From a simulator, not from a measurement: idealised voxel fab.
The document below concerns the process module designated voxel transistor to metal.
The figure presents cross-section cut, which has a width of 285 nm and is divided into square cells with an edge length of 5 nm.
We lay out every cross-section as a grid of square cells and spell it out in bands from the top down, where one band means one or more rows of cells.
Within each band entry, the heights of the top and of the bottom of the band appear first, in that order and in nm; the materials of the band then follow from left to right, each with its corresponding width in nm. The designation "throughout" on a single material indicates that it fills the band from edge to edge; the designation "empty" indicates empty space.
Where do heights start? At 0: under that level the wafer as delivered is made of one material only. And the lowest band has no floor; it just carries on downward, as in "top 0, no bottom".
The expression "30 to 40" gives the width at the extremes of the band, the first number at its top row of cells and the second at its bottom row, with the width changing by equal amounts from each row to the next in between.
Where the words "no modifications" appear for a step, the cross-section shows no cell changed by that step; every cell remained as before.
What "closed voids" gives you is every empty space of 8 cells or more that is cut off from the top. Each appears as width x height at distance, with the distance taken from the left edge and width, height and distance all in nm.
That trailing text on a step's line, after the settings, is the simulator's own remark on the step.
You can add "overlay nm" to a step's line. For a step with a mask, it describes how far the mask lay to the right of its planned position, and a negative number describes a lay to the left.

### Intended process steps
- 1: RECEIVE, material Si
- 2: CONFORMAL_DEP, material SiO2, thk nm 5
- 3: CONFORMAL_DEP, material SiN, thk nm 10
- 4: DIRECTIONAL_DEP, material aC, thk nm 10
- 5: PATTERN, tone cover, mask id ACTIVE, material resist, width nm 100, pitch nm 130, thk nm 25, overlay nm 0
- 6: DIRECTIONAL_ETCH, etch materials aC, depth nm 10
- 7: STRIP, etch materials resist
- 8: DIRECTIONAL_ETCH, etch materials SiN, depth nm 10
- 9: DIRECTIONAL_ETCH, etch materials SiO2, depth nm 5
- 10: DIRECTIONAL_ETCH, etch materials Si, depth nm 35
- 11: STRIP, etch materials aC
- 12: FILL_DEP, material SiO2, thk nm 15
- 13: CMP, height nm 15
- 14: SELECTIVE_ETCH, etch materials SiO2, depth nm 10
- 15: STRIP, etch materials SiN
- 16: SELECTIVE_ETCH, etch materials SiO2, depth nm 5
- 17: OXIDIZE, depth nm 5
- 18: DIRECTIONAL_DEP, material polySi, thk nm 20
- 19: DIRECTIONAL_DEP, material SiCN, thk nm 15
- 20: DIRECTIONAL_DEP, material aC, thk nm 10
- 21: PATTERN, tone cover, mask id GATE, material resist, width nm 20, pitch nm 130, thk nm 25, overlay nm 0
- 22: DIRECTIONAL_ETCH, etch materials aC, depth nm 10
- 23: STRIP, etch materials resist
- 24: DIRECTIONAL_ETCH, etch materials SiCN, depth nm 25
- 25: DIRECTIONAL_ETCH, etch materials polySi, depth nm 30
- 26: STRIP, etch materials aC
- 27: CONFORMAL_DEP, material SiO2, thk nm 5
- 28: DIRECTIONAL_ETCH, etch materials SiO2, depth nm 5
- 29: CONFORMAL_DEP, material SiN, thk nm 10
- 30: DIRECTIONAL_ETCH, etch materials SiN, depth nm 10
- 31: DIRECTIONAL_ETCH, etch materials SiO2, depth nm 5
- 32: DIRECTIONAL_ETCH, etch materials Si, depth nm 15
- 33: EPI, material nSi, thk nm 20
- 34: FILL_DEP, material SiO2, thk nm 10
- 35: CMP, height nm 35
- 36: DIRECTIONAL_DEP, material SiO2, thk nm 15
- 37: PATTERN, tone open, mask id CONTACT, material resist, width nm 15, thk nm 20, overlay nm 0
- 38: DIRECTIONAL_ETCH, etch materials SiO2, depth nm 35
- 39: STRIP, etch materials resist
- 40: CONFORMAL_DEP, material TiN, thk nm 5
- 41: FILL_DEP, material Ru, thk nm 5
- 42: CMP, height nm 50
- 43: DIRECTIONAL_DEP, material TiN, thk nm 5
- 44: DIRECTIONAL_DEP, material Ru, thk nm 25
- 45: MASKED_ETCH, tone cover, mask id METAL_1, width nm 15, etch materials Ru, depth nm 25, overlay nm 0
- 46: MASKED_ETCH, tone cover, mask id METAL_1, width nm 15, etch materials TiN, depth nm 5, overlay nm 0
- 47: CONFORMAL_DEP, material SiN, thk nm 5
- 48: FILL_DEP, material lowk, thk nm 10
- 49: CMP, height nm 80
- 50: CONFORMAL_DEP, material SiCN, thk nm 5
Keep in mind the plan's value for the width nm of step 46 comes from the first wafer; the wafers don't share that setting, but they do share the same starting point.

### As-received cross-section, first of several wafers, post step 1
  top 0, no bottom = Si throughout
  closed voids: none

### Post step 50, the closing step of the module: first of several wafers, cross-sectioned
  top 85, bottom 80 = SiCN throughout
  top 80, bottom 55 = 25 lowk; 5 SiN; 15 Ru; 5 SiN; 50 lowk; 5 SiN; 15 Ru; 5 SiN; 30 lowk; 5 SiN; 15 Ru; 5 SiN; 50 lowk; 5 SiN; 15 Ru; 5 SiN; 30 lowk
  top 55, bottom 50 = 30 SiN; 15 TiN; 60 SiN; 15 TiN; 40 SiN; 15 TiN; 60 SiN; 15 TiN; 35 SiN
  top 50, bottom 35 = 30 SiO2; 5 TiN; 5 Ru; 5 TiN; 60 SiO2; 5 TiN; 5 Ru; 5 TiN; 40 SiO2; 5 TiN; 5 Ru; 5 TiN; 60 SiO2; 5 TiN; 5 Ru; 5 TiN; 35 SiO2
  top 35, bottom 20 = 30 SiO2; 5 TiN; 5 Ru; 5 TiN; 5 SiO2; 10 SiN; 5 SiO2; 20 SiCN; 5 SiO2; 10 SiN; 5 SiO2; 5 TiN; 5 Ru; 5 TiN; 40 SiO2; 5 TiN; 5 Ru; 5 TiN; 5 SiO2; 10 SiN; 5 SiO2; 20 SiCN; 5 SiO2; 10 SiN; 5 SiO2; 5 TiN; 5 Ru; 5 TiN; 35 SiO2
  top 20, bottom 15 = 30 SiO2; 15 TiN; 5 SiO2; 10 SiN; 5 SiO2; 20 polySi; 5 SiO2; 10 SiN; 5 SiO2; 15 TiN; 40 SiO2; 15 TiN; 5 SiO2; 10 SiN; 5 SiO2; 20 polySi; 5 SiO2; 10 SiN; 5 SiO2; 15 TiN; 35 SiO2
  top 15, bottom 0 = 30 SiO2; 20 nSi; 10 SiN; 5 SiO2; 20 polySi; 5 SiO2; 10 SiN; 20 nSi; 40 SiO2; 20 nSi; 10 SiN; 5 SiO2; 20 polySi; 5 SiO2; 10 SiN; 20 nSi; 35 SiO2
  top 0, bottom -5 = 20 SiO2; 30 nSi; 50 SiO2; 30 nSi; 20 SiO2; 30 nSi; 50 SiO2; 30 nSi; 25 SiO2
  top -5, bottom -20 = 25 SiO2; 25 nSi; 50 Si; 25 nSi; 30 SiO2; 25 nSi; 50 Si; 25 nSi; 30 SiO2
  top -20, bottom -35 = 25 SiO2; 100 Si; 30 SiO2; 100 Si; 30 SiO2
  top -35, no bottom = Si throughout
  closed voids: none

### Last wafer, end of module, cross-section
  top 85, bottom 80 = SiCN throughout
  top 80, bottom 60 = 25 lowk; 5 SiN; 15 Ru; 5 SiN; 50 lowk; 5 SiN; 15 Ru; 5 SiN; 30 lowk; 5 SiN; 15 Ru; 5 SiN; 50 lowk; 5 SiN; 15 Ru; 5 SiN; 30 lowk
  top 60, bottom 55 = 20 lowk; 10 SiN; 15 Ru; 15 SiN; 35 lowk; 10 SiN; 15 Ru; 15 SiN; 15 lowk; 10 SiN; 15 Ru; 15 SiN; 35 lowk; 10 SiN; 15 Ru; 15 SiN; 20 lowk
  top 55, bottom 50 = 25 SiN; 30 TiN; 45 SiN; 30 TiN; 25 SiN; 30 TiN; 45 SiN; 30 TiN; 25 SiN
  top 50, bottom 35 = 30 SiO2; 5 TiN; 5 Ru; 5 TiN; 60 SiO2; 5 TiN; 5 Ru; 5 TiN; 40 SiO2; 5 TiN; 5 Ru; 5 TiN; 60 SiO2; 5 TiN; 5 Ru; 5 TiN; 35 SiO2
  top 35, bottom 20 = 30 SiO2; 5 TiN; 5 Ru; 5 TiN; 5 SiO2; 10 SiN; 5 SiO2; 20 SiCN; 5 SiO2; 10 SiN; 5 SiO2; 5 TiN; 5 Ru; 5 TiN; 40 SiO2; 5 TiN; 5 Ru; 5 TiN; 5 SiO2; 10 SiN; 5 SiO2; 20 SiCN; 5 SiO2; 10 SiN; 5 SiO2; 5 TiN; 5 Ru; 5 TiN; 35 SiO2
  top 20, bottom 15 = 30 SiO2; 15 TiN; 5 SiO2; 10 SiN; 5 SiO2; 20 polySi; 5 SiO2; 10 SiN; 5 SiO2; 15 TiN; 40 SiO2; 15 TiN; 5 SiO2; 10 SiN; 5 SiO2; 20 polySi; 5 SiO2; 10 SiN; 5 SiO2; 15 TiN; 35 SiO2
  top 15, bottom 0 = 30 SiO2; 20 nSi; 10 SiN; 5 SiO2; 20 polySi; 5 SiO2; 10 SiN; 20 nSi; 40 SiO2; 20 nSi; 10 SiN; 5 SiO2; 20 polySi; 5 SiO2; 10 SiN; 20 nSi; 35 SiO2
  top 0, bottom -5 = 20 SiO2; 30 nSi; 50 SiO2; 30 nSi; 20 SiO2; 30 nSi; 50 SiO2; 30 nSi; 25 SiO2
  top -5, bottom -20 = 25 SiO2; 25 nSi; 50 Si; 25 nSi; 30 SiO2; 25 nSi; 50 Si; 25 nSi; 30 SiO2
  top -20, bottom -35 = 25 SiO2; 100 Si; 30 SiO2; 100 Si; 30 SiO2
  top -35, no bottom = Si throughout
  closed voids: none

### Row per wafer, end-of-module: cell gain (+)/loss (-) by material since the wafer came in, then closed voids
width nm 15, +84 Ru, -219 Si, +81 SiCN, +141 SiN, +461 SiO2, +72 TiN, +185 lowk, +132 nSi, +32 polySi, closed voids: none
width nm 20, +84 Ru, -219 Si, +81 SiCN, +141 SiN, +461 SiO2, +76 TiN, +181 lowk, +132 nSi, +32 polySi, closed voids: none
width nm 25, +84 Ru, -219 Si, +81 SiCN, +141 SiN, +461 SiO2, +80 TiN, +177 lowk, +132 nSi, +32 polySi, closed voids: none
width nm 30, +84 Ru, -219 Si, +81 SiCN, +141 SiN, +461 SiO2, +84 TiN, +173 lowk, +132 nSi, +32 polySi, closed voids: none
